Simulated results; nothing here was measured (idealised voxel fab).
Process module name: voxel wiring stack
In the cross-section labelled cut, the width is 230 nm and each square cell is 5 nm.
For the purposes of this document, a cross-section shall be understood as a grid of square cells, specified as bands listed in top-to-bottom order, each band consisting of one or more rows of cells.
Band entry format. Leading values: height of top, height of bottom, nm. Remainder: materials in left-to-right order, each with its width in nm. Special words: "all across" on a single material, which then fills the band edge to edge; "empty", empty space.
Heights from 0 (as-received wafer is one material below). Bottom band endless downward, as "top 0, no bottom".
The expression "30..40" gives the width at the extremes of the band, the first number at its top row of cells and the second at its bottom row, with the width changing by equal amounts from each row to the next in between.
No cell of the cross-section changed in a step that is given as "no modifications".
Empty spaces without an open route to the top, at least 8 cells in extent, make up the entry "Entrapped voids"; each is given as width x height at distance, where the distance is measured from the left edge, and all are in nm.
Anything after a step's settings on that line? It's the simulator's own note about the step.
overlay nm: how far to the right of its planned place the mask lay on this masked step (negative: to the left).
Reading key. Pairs: pre-step and post-step cross-section, one process step apart; post-step view only to lowest changed band. Step between + settings: beneath pair. Runs: pairs may be from different runs of this module, same starting wafer. Continuation from pair above: only where "Pre-processing view" entry says.
Pre-processing view:
- top 100, bottom 95: 30 empty; 25 TiN; 10 empty; 20 TiN; 15 empty; 25 TiN; 10 empty; 20 TiN; 75 empty
- top 95, bottom 90: 30 empty; 5 TiN; 15 SiO2; 5 TiN; 10 empty; 5 TiN; 10 SiO2; 5 TiN; 15 empty; 5 TiN; 15 SiO2; 5 TiN; 10 empty; 5 TiN; 10 SiO2; 5 TiN; 75 empty
- top 90, bottom 85: 35 TiN; 15 SiO2; 5 TiN; 10 empty; 5 TiN; 10 SiO2; 10 TiN; 10 empty; 5 TiN; 15 SiO2; 5 TiN; 10 empty; 5 TiN; 10 SiO2; 10 TiN; 10 empty; 60 TiN
- top 85, bottom 80: 50 SiO2; 5 TiN; 10 empty; 5 TiN; 15 SiO2; 5 TiN; 10 empty; 5 TiN; 15 SiO2; 5 TiN; 10 empty; 5 TiN; 15 SiO2; 5 TiN; 10 empty; 5 TiN; 55 SiO2
- top 80, bottom 75: 35 SiO2; 15 SiCN; 20 TiN; 10 SiCN; 5 SiO2; 5 TiN; 10 empty; 5 TiN; 15 SiCN; 20 TiN; 10 SiCN; 5 SiO2; 5 TiN; 10 empty; 5 TiN; 55 SiO2
- top 75, bottom 70: 35 SiO2; 5 SiCN; 35 Ru; 5 SiCN; 5 SiO2; 5 TiN; 10 empty; 5 TiN; 5 SiCN; 35 Ru; 5 SiCN; 5 SiO2; 5 TiN; 10 empty; 5 TiN; 55 SiO2
- top 70, bottom 65: 40 SiCN; 35 Ru; 10 SiCN; 20 TiN; 5 SiCN; 35 Ru; 10 SiCN; 20 TiN; 55 SiCN
- top 65, bottom 45: 50 SiO2; 15 Ru; 55 SiO2; 15 Ru; 95 SiO2
- top 45, bottom 40: 50 SiCN; 15 Ru; 55 SiCN; 15 Ru; 95 SiCN
- top 40, bottom 15: 45 SiO2; 5 SiCN; 20 Ru; 5 SiCN; 5 SiO2; 5 SiCN; 20 Ru; 5 SiCN; 5 SiO2; 5 SiCN; 20 Ru; 5 SiCN; 5 SiO2; 5 SiCN; 20 Ru; 5 SiCN; 50 SiO2
- top 15, bottom 10: 50 SiCN; 20 TiN; 15 SiCN; 20 TiN; 15 SiCN; 20 TiN; 15 SiCN; 20 TiN; 55 SiCN
- top 10, bottom 0: SiO2 all across
- top 0, no bottom: Si all across
- Entrapped voids: none
Post-Process View:
- top 110, bottom 100: Ru all across
- top 100, bottom 95: 30 Ru; 25 TiN; 10 Ru; 20 TiN; 15 Ru; 25 TiN; 10 Ru; 20 TiN; 75 Ru
- top 95, bottom 90: 30 Ru; 5 TiN; 15 SiO2; 5 TiN; 10 Ru; 5 TiN; 10 SiO2; 5 TiN; 15 Ru; 5 TiN; 15 SiO2; 5 TiN; 10 Ru; 5 TiN; 10 SiO2; 5 TiN; 75 Ru
- top 90, bottom 85: 35 TiN; 15 SiO2; 5 TiN; 10 Ru; 5 TiN; 10 SiO2; 10 TiN; 10 Ru; 5 TiN; 15 SiO2; 5 TiN; 10 Ru; 5 TiN; 10 SiO2; 10 TiN; 10 Ru; 60 TiN
- top 85, bottom 80: 50 SiO2; 5 TiN; 10 Ru; 5 TiN; 15 SiO2; 5 TiN; 10 Ru; 5 TiN; 15 SiO2; 5 TiN; 10 Ru; 5 TiN; 15 SiO2; 5 TiN; 10 Ru; 5 TiN; 55 SiO2
- top 80, bottom 75: 35 SiO2; 15 SiCN; 20 TiN; 10 SiCN; 5 SiO2; 5 TiN; 10 Ru; 5 TiN; 15 SiCN; 20 TiN; 10 SiCN; 5 SiO2; 5 TiN; 10 Ru; 5 TiN; 55 SiO2
- top 75, bottom 70: 35 SiO2; 5 SiCN; 35 Ru; 5 SiCN; 5 SiO2; 5 TiN; 10 Ru; 5 TiN; 5 SiCN; 35 Ru; 5 SiCN; 5 SiO2; 5 TiN; 10 Ru; 5 TiN; 55 SiO2
- Beneath the level 70, the cross-section is identical to its previous state.
- Entrapped voids: none
Between the two cross-sections shown above lies FILL_DEP [material Ru] [thk nm 10]
Pre-processing view: = after-state of the pair above.
Post-Process View:
- top 85, bottom 80: 50 SiO2; 5 TiN; 10 Ru; 5 TiN; 15 SiO2; 5 TiN; 10 Ru; 5 TiN; 15 SiO2; 5 TiN; 10 Ru; 5 TiN; 15 SiO2; 5 TiN; 10 Ru; 5 TiN; 55 SiO2
- Beneath the level 80, the cross-section is identical to its previous state.
- Entrapped voids: none
Between the two cross-sections shown above lies CMP [height nm 85]
Pre-processing view: = after-state of the pair above.
Post-Process View:
- top 90, bottom 85: SiCN all across
- Beneath the level 85, the cross-section is identical to its previous state.
- Entrapped voids: none
Between the two cross-sections shown above lies CONFORMAL_DEP [material SiCN] [thk nm 5]
Pre-processing view: = after-state of the pair above.
Post-Process View:
- top 110, bottom 90: SiO2 all across
- Beneath the level 90, the cross-section is identical to its previous state.
- Entrapped voids: none
Between the two cross-sections shown above lies DIRECTIONAL_DEP [material SiO2] [thk nm 20]
Pre-processing view: = after-state of the pair above.
Post-Process View:
- top 130, bottom 110: 50 resist; 15 empty; 55 resist; 15 empty; 95 resist
- Beneath the level 110, the cross-section is identical to its previous state.
- Entrapped voids: none
Between the two cross-sections shown above lies PATTERN [tone open] [mask id PLUG_2] [material resist] [width nm 15] [pitch nm 70] [thk nm 20] [overlay nm 0]
Pre-processing view: = after-state of the pair above.
Post-Process View:
- top 130, bottom 110: 50 resist; 15 empty; 55 resist; 15 empty; 95 resist
- top 110, bottom 90: 50 SiO2; 15 empty; 55 SiO2; 15 empty; 95 SiO2
- Beneath the level 90, the cross-section is identical to its previous state.
- Entrapped voids: none
Between the two cross-sections shown above lies DIRECTIONAL_ETCH [etch materials SiO2] [depth nm 20]
Pre-processing view: = after-state of the pair above.
Post-Process View:
- top 130, bottom 110: 50 resist; 15 empty; 55 resist; 15 empty; 95 resist
- top 110, bottom 90: 50 SiO2; 15 empty; 55 SiO2; 15 empty; 95 SiO2
- top 90, bottom 85: 50 SiCN; 15 empty; 55 SiCN; 15 empty; 95 SiCN
- Beneath the level 85, the cross-section is identical to its previous state.
- Entrapped voids: none
Between the two cross-sections shown above lies DIRECTIONAL_ETCH [etch materials SiCN] [depth nm 5]
Pre-processing view: = after-state of the pair above.
Post-Process View:
- top 110, bottom 90: 50 SiO2; 15 empty; 55 SiO2; 15 empty; 95 SiO2
- Beneath the level 90, the cross-section is identical to its previous state.
- Entrapped voids: none
Between the two cross-sections shown above lies STRIP [etch materials resist]
Pre-processing view: = after-state of the pair above.
Post-Process View:
- top 115, bottom 110: 55 TiN; 5 empty; 65 TiN; 5 empty; 100 TiN
- top 110, bottom 90: 50 SiO2; 5 TiN; 5 empty; 5 TiN; 55 SiO2; 5 TiN; 5 empty; 5 TiN; 95 SiO2
- top 90, bottom 85: 50 SiCN; 15 TiN; 55 SiCN; 15 TiN; 95 SiCN
- Beneath the level 85, the cross-section is identical to its previous state.
- Entrapped voids: none
Between the two cross-sections shown above lies CONFORMAL_DEP [material TiN] [thk nm 5]
Pre-processing view: = after-state of the pair above.
Post-Process View:
- top 120, bottom 115: Ru all across
- top 115, bottom 110: 55 TiN; 5 Ru; 65 TiN; 5 Ru; 100 TiN
- top 110, bottom 90: 50 SiO2; 5 TiN; 5 Ru; 5 TiN; 55 SiO2; 5 TiN; 5 Ru; 5 TiN; 95 SiO2
- Beneath the level 90, the cross-section is identical to its previous state.
- Entrapped voids: none
Between the two cross-sections shown above lies FILL_DEP [material Ru] [thk nm 5]
Pre-processing view: = after-state of the pair above.
Post-Process View:
- top 110, bottom 90: 50 SiO2; 5 TiN; 5 Ru; 5 TiN; 55 SiO2; 5 TiN; 5 Ru; 5 TiN; 95 SiO2
- Beneath the level 90, the cross-section is identical to its previous state.
- Entrapped voids: none
Between the two cross-sections shown above lies CMP [height nm 110]
Pre-processing view: = after-state of the pair above.
Post-Process View:
- top 115, bottom 110: SiN all across
- Beneath the level 110, the cross-section is identical to its previous state.
- Entrapped voids: none
Between the two cross-sections shown above lies CONFORMAL_DEP [material SiN] [thk nm 5]
Pre-processing view: = after-state of the pair above.
Post-Process View:
- top 135, bottom 115: lowk all across
- Beneath the level 115, the cross-section is identical to its previous state.
- Entrapped voids: none
Between the two cross-sections shown above lies DIRECTIONAL_DEP [material lowk] [thk nm 20]
Pre-processing view: = after-state of the pair above.
Post-Process View:
- top 150, bottom 135: 50 resist; 20 empty; 15 resist; 20 empty; 15 resist; 20 empty; 15 resist; 20 empty; 55 resist
- Beneath the level 135, the cross-section is identical to its previous state.
- Entrapped voids: none
Between the two cross-sections shown above lies PATTERN [tone open] [mask id METAL_3] [material resist] [width nm 20] [pitch nm 35] [thk nm 15] [overlay nm 0]
Pre-processing view: = after-state of the pair above.
Post-Process View:
- top 150, bottom 135: 50 resist; 20 empty; 15 resist; 20 empty; 15 resist; 20 empty; 15 resist; 20 empty; 55 resist
- top 135, bottom 115: 50 lowk; 20 empty; 15 lowk; 20 empty; 15 lowk; 20 empty; 15 lowk; 20 empty; 55 lowk
- Beneath the level 115, the cross-section is identical to its previous state.
- Entrapped voids: none
Between the two cross-sections shown above lies DIRECTIONAL_ETCH [etch materials lowk] [depth nm 20]
Pre-processing view: = after-state of the pair above.
Post-Process View:
- top 150, bottom 135: 50 resist; 20 empty; 15 resist; 20 empty; 15 resist; 20 empty; 15 resist; 20 empty; 55 resist
- top 135, bottom 115: 50 lowk; 20 empty; 15 lowk; 20 empty; 15 lowk; 20 empty; 15 lowk; 20 empty; 55 lowk
- top 115, bottom 110: 50 SiN; 20 empty; 15 SiN; 20 empty; 15 SiN; 20 empty; 15 SiN; 20 empty; 55 SiN
- Beneath the level 110, the cross-section is identical to its previous state.
- Entrapped voids: none
Between the two cross-sections shown above lies DIRECTIONAL_ETCH [etch materials SiN] [depth nm 5]
Pre-processing view: = after-state of the pair above.
Post-Process View:
- top 135, bottom 115: 50 lowk; 20 empty; 15 lowk; 20 empty; 15 lowk; 20 empty; 15 lowk; 20 empty; 55 lowk
- Beneath the level 115, the cross-section is identical to its previous state.
- Entrapped voids: none
Between the two cross-sections shown above lies STRIP [etch materials resist]
Pre-processing view: = after-state of the pair above.
Post-Process View:
- top 140, bottom 135: 55 TiN; 10 empty; 25 TiN; 10 empty; 25 TiN; 10 empty; 25 TiN; 10 empty; 60 TiN
- top 135, bottom 115: 50 lowk; 5 TiN; 10 empty; 5 TiN; 15 lowk; 5 TiN; 10 empty; 5 TiN; 15 lowk; 5 TiN; 10 empty; 5 TiN; 15 lowk; 5 TiN; 10 empty; 5 TiN; 55 lowk
- top 115, bottom 110: 50 SiN; 20 TiN; 15 SiN; 20 TiN; 15 SiN; 20 TiN; 15 SiN; 20 TiN; 55 SiN
- Beneath the level 110, the cross-section is identical to its previous state.
- Entrapped voids: none
Between the two cross-sections shown above lies CONFORMAL_DEP [material TiN] [thk nm 5]
Pre-processing view: = after-state of the pair above.
Post-Process View:
- top 145, bottom 140: Cu all across
- top 140, bottom 135: 55 TiN; 10 Cu; 25 TiN; 10 Cu; 25 TiN; 10 Cu; 25 TiN; 10 Cu; 60 TiN
- top 135, bottom 115: 50 lowk; 5 TiN; 10 Cu; 5 TiN; 15 lowk; 5 TiN; 10 Cu; 5 TiN; 15 lowk; 5 TiN; 10 Cu; 5 TiN; 15 lowk; 5 TiN; 10 Cu; 5 TiN; 55 lowk
- Beneath the level 115, the cross-section is identical to its previous state.
- Entrapped voids: none
Between the two cross-sections shown above lies FILL_DEP [material Cu] [thk nm 5]
Pre-processing view: = after-state of the pair above.
Post-Process View:
- top 135, bottom 115: 50 lowk; 5 TiN; 10 Cu; 5 TiN; 15 lowk; 5 TiN; 10 Cu; 5 TiN; 15 lowk; 5 TiN; 10 Cu; 5 TiN; 15 lowk; 5 TiN; 10 Cu; 5 TiN; 55 lowk
- Beneath the level 115, the cross-section is identical to its previous state.
- Entrapped voids: none
Between the two cross-sections shown above lies CMP [height nm 135]
Pre-processing view: = after-state of the pair above.
Post-Process View:
- top 140, bottom 135: SiCN all across
- Beneath the level 135, the cross-section is identical to its previous state.
- Entrapped voids: none
Between the two cross-sections shown above lies CONFORMAL_DEP [material SiCN] [thk nm 5]
Pre-processing view: = after-state of the pair above.
Post-Process View:
- top 165, bottom 140: lowk all across
- Beneath the level 140, the cross-section is identical to its previous state.
- Entrapped voids: none
Between the two cross-sections shown above lies DIRECTIONAL_DEP [material lowk] [thk nm 25]
Pre-processing view: = after-state of the pair above.
Post-Process View:
- top 165, bottom 140: 50 lowk; 15 empty; 20 lowk; 15 empty; 20 lowk; 15 empty; 20 lowk; 15 empty; 60 lowk
- Beneath the level 140, the cross-section is identical to its previous state.
- Entrapped voids: none
Between the two cross-sections shown above lies MASKED_ETCH [tone open] [mask id METAL_4_HOLES] [width nm 15] [pitch nm 35] [etch materials lowk] [depth nm 25] [overlay nm 0]
Pre-processing view: = after-state of the pair above.
Post-Process View:
- top 165, bottom 150: 50 lowk; 20 empty; 15 lowk; 20 empty; 15 lowk; 20 empty; 15 lowk; 20 empty; 55 lowk
- Beneath the level 150, the cross-section is identical to its previous state.
- Entrapped voids: none
Between the two cross-sections shown above lies MASKED_ETCH [tone open] [mask id METAL_4] [width nm 20] [pitch nm 35] [etch materials lowk] [depth nm 15] [overlay nm 0]
Pre-processing view: = after-state of the pair above.
Post-Process View:
- top 165, bottom 150: 50 lowk; 20 empty; 15 lowk; 20 empty; 15 lowk; 20 empty; 15 lowk; 20 empty; 55 lowk
- top 150, bottom 140: 50 lowk; 15 empty; 20 lowk; 15 empty; 20 lowk; 15 empty; 20 lowk; 15 empty; 60 lowk
- top 140, bottom 135: 50 SiCN; 15 empty; 20 SiCN; 15 empty; 20 SiCN; 15 empty; 20 SiCN; 15 empty; 60 SiCN
- Beneath the level 135, the cross-section is identical to its previous state.
- Entrapped voids: none
Between the two cross-sections shown above lies MASKED_ETCH [tone open] [mask id METAL_4] [width nm 20] [pitch nm 35] [etch materials SiCN] [depth nm 5] [overlay nm 0]
Pre-processing view: = after-state of the pair above.
Post-Process View:
- top 170, bottom 165: 55 TiN; 10 empty; 25 TiN; 10 empty; 25 TiN; 10 empty; 25 TiN; 10 empty; 60 TiN
- top 165, bottom 155: 50 lowk; 5 TiN; 10 empty; 5 TiN; 15 lowk; 5 TiN; 10 empty; 5 TiN; 15 lowk; 5 TiN; 10 empty; 5 TiN; 15 lowk; 5 TiN; 10 empty; 5 TiN; 55 lowk
- top 155, bottom 150: 50 lowk; 5 TiN; 5 empty; 10 TiN; 15 lowk; 5 TiN; 5 empty; 10 TiN; 15 lowk; 5 TiN; 5 empty; 10 TiN; 15 lowk; 5 TiN; 5 empty; 10 TiN; 55 lowk
- top 150, bottom 140: 50 lowk; 5 TiN; 5 empty; 5 TiN; 20 lowk; 5 TiN; 5 empty; 5 TiN; 20 lowk; 5 TiN; 5 empty; 5 TiN; 20 lowk; 5 TiN; 5 empty; 5 TiN; 60 lowk
- top 140, bottom 135: 50 SiCN; 15 TiN; 20 SiCN; 15 TiN; 20 SiCN; 15 TiN; 20 SiCN; 15 TiN; 60 SiCN
- Beneath the level 135, the cross-section is identical to its previous state.
- Entrapped voids: none
Between the two cross-sections shown above lies CONFORMAL_DEP [material TiN] [thk nm 5]
Pre-processing view: = after-state of the pair above.
Post-Process View:
- top 180, bottom 170: Cu all across
- top 170, bottom 165: 55 TiN; 10 Cu; 25 TiN; 10 Cu; 25 TiN; 10 Cu; 25 TiN; 10 Cu; 60 TiN
- top 165, bottom 155: 50 lowk; 5 TiN; 10 Cu; 5 TiN; 15 lowk; 5 TiN; 10 Cu; 5 TiN; 15 lowk; 5 TiN; 10 Cu; 5 TiN; 15 lowk; 5 TiN; 10 Cu; 5 TiN; 55 lowk
- top 155, bottom 150: 50 lowk; 5 TiN; 5 Cu; 10 TiN; 15 lowk; 5 TiN; 5 Cu; 10 TiN; 15 lowk; 5 TiN; 5 Cu; 10 TiN; 15 lowk; 5 TiN; 5 Cu; 10 TiN; 55 lowk
- top 150, bottom 140: 50 lowk; 5 TiN; 5 Cu; 5 TiN; 20 lowk; 5 TiN; 5 Cu; 5 TiN; 20 lowk; 5 TiN; 5 Cu; 5 TiN; 20 lowk; 5 TiN; 5 Cu; 5 TiN; 60 lowk
- Beneath the level 140, the cross-section is identical to its previous state.
- Entrapped voids: none
Between the two cross-sections shown above lies FILL_DEP [material Cu] [thk nm 10]
Pre-processing view: = after-state of the pair above.
Post-Process View:
- top 165, bottom 155: 50 lowk; 5 TiN; 10 Cu; 5 TiN; 15 lowk; 5 TiN; 10 Cu; 5 TiN; 15 lowk; 5 TiN; 10 Cu; 5 TiN; 15 lowk; 5 TiN; 10 Cu; 5 TiN; 55 lowk
- Beneath the level 155, the cross-section is identical to its previous state.
- Entrapped voids: none
Between the two cross-sections shown above lies CMP [height nm 165]
Pre-processing view: = after-state of the pair above.
Post-Process View:
- top 170, bottom 165: SiCN all across
- Beneath the level 165, the cross-section is identical to its previous state.
- Entrapped voids: none
Between the two cross-sections shown above lies CONFORMAL_DEP [material SiCN] [thk nm 5]
Pre-processing view:
- top 0, no bottom: Si all across
- Entrapped voids: none
Post-Process View:
- top 5, bottom 0: TiN all across
- Beneath the level 0, the cross-section is identical to its previous state.
- Entrapped voids: none
Between the two cross-sections shown above lies DIRECTIONAL_DEP [material TiN] [thk nm 5]
Pre-processing view: = after-state of the pair above.
Post-Process View:
- top 15, bottom 5: SiO2 all across
- Beneath the level 5, the cross-section is identical to its previous state.
- Entrapped voids: none
Between the two cross-sections shown above lies CONFORMAL_DEP [material SiO2] [thk nm 10]
Pre-processing view: = after-state of the pair above.
Post-Process View:
- top 40, bottom 15: Ru all across
- Beneath the level 15, the cross-section is identical to its previous state.
- Entrapped voids: none
Between the two cross-sections shown above lies DIRECTIONAL_DEP [material Ru] [thk nm 25]
Pre-processing view: = after-state of the pair above.
Post-Process View:
- top 55, bottom 40: 50 empty; 20 resist; 15 empty; 20 resist; 15 empty; 20 resist; 15 empty; 20 resist; 55 empty
- Beneath the level 40, the cross-section is identical to its previous state.
- Entrapped voids: none
Between the two cross-sections shown above lies PATTERN [tone cover] [mask id METAL_1] [material resist] [width nm 20] [pitch nm 35] [thk nm 15] [overlay nm 0]
Pre-processing view: = after-state of the pair above.
Post-Process View:
- top 55, bottom 40: 50 empty; 20 resist; 15 empty; 20 resist; 15 empty; 20 resist; 15 empty; 20 resist; 55 empty
- top 40, bottom 15: 50 empty; 20 Ru; 15 empty; 20 Ru; 15 empty; 20 Ru; 15 empty; 20 Ru; 55 empty
- Beneath the level 15, the cross-section is identical to its previous state.
- Entrapped voids: none
Between the two cross-sections shown above lies DIRECTIONAL_ETCH [etch materials Ru] [depth nm 25]
Pre-processing view: = after-state of the pair above.
Post-Process View:
- top 40, bottom 15: 50 empty; 20 Ru; 15 empty; 20 Ru; 15 empty; 20 Ru; 15 empty; 20 Ru; 55 empty
- Beneath the level 15, the cross-section is identical to its previous state.
- Entrapped voids: none
Between the two cross-sections shown above lies STRIP [etch materials resist]
Pre-processing view: = after-state of the pair above.
Post-Process View:
- top 45, bottom 40: 45 empty; 30 SiCN; 5 empty; 30 SiCN; 5 empty; 30 SiCN; 5 empty; 30 SiCN; 50 empty
- top 40, bottom 20: 45 empty; 5 SiCN; 20 Ru; 5 SiCN; 5 empty; 5 SiCN; 20 Ru; 5 SiCN; 5 empty; 5 SiCN; 20 Ru; 5 SiCN; 5 empty; 5 SiCN; 20 Ru; 5 SiCN; 50 empty
- top 20, bottom 15: 50 SiCN; 20 Ru; 15 SiCN; 20 Ru; 15 SiCN; 20 Ru; 15 SiCN; 20 Ru; 55 SiCN
- Beneath the level 15, the cross-section is identical to its previous state.
- Entrapped voids: none
Between the two cross-sections shown above lies CONFORMAL_DEP [material SiCN] [thk nm 5]
Pre-processing view: = after-state of the pair above.
Post-Process View:
- top 55, bottom 45: SiO2 all across
- top 45, bottom 40: 45 SiO2; 30 SiCN; 5 SiO2; 30 SiCN; 5 SiO2; 30 SiCN; 5 SiO2; 30 SiCN; 50 SiO2
- top 40, bottom 20: 45 SiO2; 5 SiCN; 20 Ru; 5 SiCN; 5 SiO2; 5 SiCN; 20 Ru; 5 SiCN; 5 SiO2; 5 SiCN; 20 Ru; 5 SiCN; 5 SiO2; 5 SiCN; 20 Ru; 5 SiCN; 50 SiO2
- Beneath the level 20, the cross-section is identical to its previous state.
- Entrapped voids: none
Between the two cross-sections shown above lies FILL_DEP [material SiO2] [thk nm 10]
Pre-processing view: = after-state of the pair above.
Post-Process View:
- top 40, bottom 20: 45 SiO2; 5 SiCN; 20 Ru; 5 SiCN; 5 SiO2; 5 SiCN; 20 Ru; 5 SiCN; 5 SiO2; 5 SiCN; 20 Ru; 5 SiCN; 5 SiO2; 5 SiCN; 20 Ru; 5 SiCN; 50 SiO2
- Beneath the level 20, the cross-section is identical to its previous state.
- Entrapped voids: none
Between the two cross-sections shown above lies CMP [height nm 40]
Pre-processing view: = after-state of the pair above.
Post-Process View:
- top 45, bottom 40: SiCN all across
- Beneath the level 40, the cross-section is identical to its previous state.
- Entrapped voids: none
Between the two cross-sections shown above lies CONFORMAL_DEP [material SiCN] [thk nm 5]
Pre-processing view: = after-state of the pair above.
Post-Process View:
- top 65, bottom 45: SiO2 all across
- Beneath the level 45, the cross-section is identical to its previous state.
- Entrapped voids: none
Between the two cross-sections shown above lies DIRECTIONAL_DEP [material SiO2] [thk nm 20]
Pre-processing view: = after-state of the pair above.
Post-Process View:
- top 65, bottom 45: 50 SiO2; 15 empty; 55 SiO2; 15 empty; 95 SiO2
- Beneath the level 45, the cross-section is identical to its previous state.
- Entrapped voids: none
Between the two cross-sections shown above lies MASKED_ETCH [tone open] [mask id PLUG_1] [width nm 15] [pitch nm 70] [etch materials SiO2] [depth nm 20] [overlay nm 0]
Pre-processing view: = after-state of the pair above.
Post-Process View:
- top 65, bottom 45: 50 SiO2; 15 empty; 55 SiO2; 15 empty; 95 SiO2
- top 45, bottom 40: 50 SiCN; 15 empty; 55 SiCN; 15 empty; 95 SiCN
- Beneath the level 40, the cross-section is identical to its previous state.
- Entrapped voids: none
Between the two cross-sections shown above lies MASKED_ETCH [tone open] [mask id PLUG_1] [width nm 15] [pitch nm 70] [etch materials SiCN] [depth nm 5] [overlay nm 0]
Pre-processing view: = after-state of the pair above.
Post-Process View:
- top 65, bottom 50: 50 SiO2; 15 empty; 55 SiO2; 15 empty; 95 SiO2
- top 50, bottom 45: 50 SiO2; 15 Ru; 55 SiO2; 15 Ru; 95 SiO2
- top 45, bottom 40: 50 SiCN; 15 Ru; 55 SiCN; 15 Ru; 95 SiCN
- Beneath the level 40, the cross-section is identical to its previous state.
- Entrapped voids: none
Between the two cross-sections shown above lies EPI [material Ru] [thk nm 10]
Pre-processing view: = after-state of the pair above.
Post-Process View:
- top 65, bottom 60: 50 SiO2; 15 empty; 55 SiO2; 15 empty; 95 SiO2
- top 60, bottom 45: 50 SiO2; 15 Ru; 55 SiO2; 15 Ru; 95 SiO2
- Beneath the level 45, the cross-section is identical to its previous state.
- Entrapped voids: none
Between the two cross-sections shown above lies EPI [material Ru] [thk nm 10]
Pre-processing view: = after-state of the pair above.
Post-Process View:
- top 65, bottom 45: 50 SiO2; 15 Ru; 55 SiO2; 15 Ru; 95 SiO2
- Beneath the level 45, the cross-section is identical to its previous state.
- Entrapped voids: none
Between the two cross-sections shown above lies EPI [material Ru] [thk nm 5]
Pre-processing view: = after-state of the pair above.
Post-Process View:
- top 70, bottom 65: SiCN all across
- Beneath the level 65, the cross-section is identical to its previous state.
- Entrapped voids: none
Between the two cross-sections shown above lies CONFORMAL_DEP [material SiCN] [thk nm 5]
Pre-processing view: = after-state of the pair above.
Post-Process View:
- top 85, bottom 70: SiO2 all across
- Beneath the level 70, the cross-section is identical to its previous state.
- Entrapped voids: none
Between the two cross-sections shown above lies DIRECTIONAL_DEP [material SiO2] [thk nm 15]
Pre-processing view: = after-state of the pair above.
Post-Process View:
- top 95, bottom 85: aC all across
- Beneath the level 85, the cross-section is identical to its previous state.
- Entrapped voids: none
Between the two cross-sections shown above lies DIRECTIONAL_DEP [material aC] [thk nm 10]
Pre-processing view: = after-state of the pair above.
Post-Process View:
- top 120, bottom 95: 50 resist; 20 empty; 15 resist; 20 empty; 15 resist; 20 empty; 15 resist; 20 empty; 55 resist
- Beneath the level 95, the cross-section is identical to its previous state.
- Entrapped voids: none
Between the two cross-sections shown above lies PATTERN [tone open] [mask id METAL_2] [material resist] [width nm 20] [pitch nm 35] [thk nm 25] [overlay nm 0]
Pre-processing view: = after-state of the pair above.
Post-Process View:
- top 110, bottom 95: 50 resist; 20 empty; 15 resist; 20 empty; 15 resist; 20 empty; 15 resist; 20 empty; 55 resist
- top 95, bottom 85: 50 aC; 20 empty; 15 aC; 20 empty; 15 aC; 20 empty; 15 aC; 20 empty; 55 aC
- Beneath the level 85, the cross-section is identical to its previous state.
- Entrapped voids: none
Between the two cross-sections shown above lies DIRECTIONAL_ETCH [etch materials aC] [depth nm 10]
Pre-processing view: = after-state of the pair above.
Post-Process View:
- top 95, bottom 85: 50 aC; 20 empty; 15 aC; 20 empty; 15 aC; 20 empty; 15 aC; 20 empty; 55 aC
- Beneath the level 85, the cross-section is identical to its previous state.
- Entrapped voids: none
Between the two cross-sections shown above lies STRIP [etch materials resist]
Pre-processing view: = after-state of the pair above.
Post-Process View:
- top 95, bottom 85: 50 aC; 20 empty; 15 aC; 20 empty; 15 aC; 20 empty; 15 aC; 20 empty; 55 aC
- top 85, bottom 70: 50 SiO2; 20 empty; 15 SiO2; 20 empty; 15 SiO2; 20 empty; 15 SiO2; 20 empty; 55 SiO2
- Beneath the level 70, the cross-section is identical to its previous state.
- Entrapped voids: none
Between the two cross-sections shown above lies DIRECTIONAL_ETCH [etch materials SiO2] [depth nm 15]
Pre-processing view: = after-state of the pair above.
Post-Process View:
- top 95, bottom 85: 50 aC; 20 empty; 15 aC; 20 empty; 15 aC; 20 empty; 15 aC; 20 empty; 55 aC
- top 85, bottom 70: 50 SiO2; 20 empty; 15 SiO2; 20 empty; 15 SiO2; 20 empty; 15 SiO2; 20 empty; 55 SiO2
- top 70, bottom 65: 50 SiCN; 20 empty; 15 SiCN; 20 empty; 15 SiCN; 20 empty; 15 SiCN; 20 empty; 55 SiCN
- Beneath the level 65, the cross-section is identical to its previous state.
- Entrapped voids: none
Between the two cross-sections shown above lies DIRECTIONAL_ETCH [etch materials SiCN] [depth nm 5]
Pre-processing view: = after-state of the pair above.
Post-Process View:
- top 85, bottom 70: 50 SiO2; 20 empty; 15 SiO2; 20 empty; 15 SiO2; 20 empty; 15 SiO2; 20 empty; 55 SiO2
- Beneath the level 70, the cross-section is identical to its previous state.
- Entrapped voids: none
Between the two cross-sections shown above lies STRIP [etch materials aC]
Pre-processing view: = after-state of the pair above.
Post-Process View:
- top 90, bottom 85: 55 TiN; 10 empty; 25 TiN; 10 empty; 25 TiN; 10 empty; 25 TiN; 10 empty; 60 TiN
- top 85, bottom 70: 50 SiO2; 5 TiN; 10 empty; 5 TiN; 15 SiO2; 5 TiN; 10 empty; 5 TiN; 15 SiO2; 5 TiN; 10 empty; 5 TiN; 15 SiO2; 5 TiN; 10 empty; 5 TiN; 55 SiO2
- top 70, bottom 65: 50 SiCN; 20 TiN; 15 SiCN; 20 TiN; 15 SiCN; 20 TiN; 15 SiCN; 20 TiN; 55 SiCN
- Beneath the level 65, the cross-section is identical to its previous state.
- Entrapped voids: none
Between the two cross-sections shown above lies CONFORMAL_DEP [material TiN] [thk nm 5]
Pre-processing view: = after-state of the pair above.
Post-Process View:
- top 100, bottom 90: Ru all across
- top 90, bottom 85: 55 TiN; 10 Ru; 25 TiN; 10 Ru; 25 TiN; 10 Ru; 25 TiN; 10 Ru; 60 TiN
- top 85, bottom 70: 50 SiO2; 5 TiN; 10 Ru; 5 TiN; 15 SiO2; 5 TiN; 10 Ru; 5 TiN; 15 SiO2; 5 TiN; 10 Ru; 5 TiN; 15 SiO2; 5 TiN; 10 Ru; 5 TiN; 55 SiO2
- Beneath the level 70, the cross-section is identical to its previous state.
- Entrapped voids: none
Between the two cross-sections shown above lies FILL_DEP [material Ru] [thk nm 10]
Pre-processing view: = after-state of the pair above.
Post-Process View:
- top 85, bottom 70: 50 SiO2; 5 TiN; 10 Ru; 5 TiN; 15 SiO2; 5 TiN; 10 Ru; 5 TiN; 15 SiO2; 5 TiN; 10 Ru; 5 TiN; 15 SiO2; 5 TiN; 10 Ru; 5 TiN; 55 SiO2
- Beneath the level 70, the cross-section is identical to its previous state.
- Entrapped voids: none
Between the two cross-sections shown above lies CMP [height nm 85]
Pre-processing view: = after-state of the pair above.
Post-Process View:
- top 90, bottom 85: SiCN all across
- Beneath the level 85, the cross-section is identical to its previous state.
- Entrapped voids: none
Between the two cross-sections shown above lies CONFORMAL_DEP [material SiCN] [thk nm 5]
Pre-processing view: = after-state of the pair above.
Post-Process View:
- top 110, bottom 90: SiO2 all across
- Beneath the level 90, the cross-section is identical to its previous state.
- Entrapped voids: none
Between the two cross-sections shown above lies DIRECTIONAL_DEP [material SiO2] [thk nm 20]
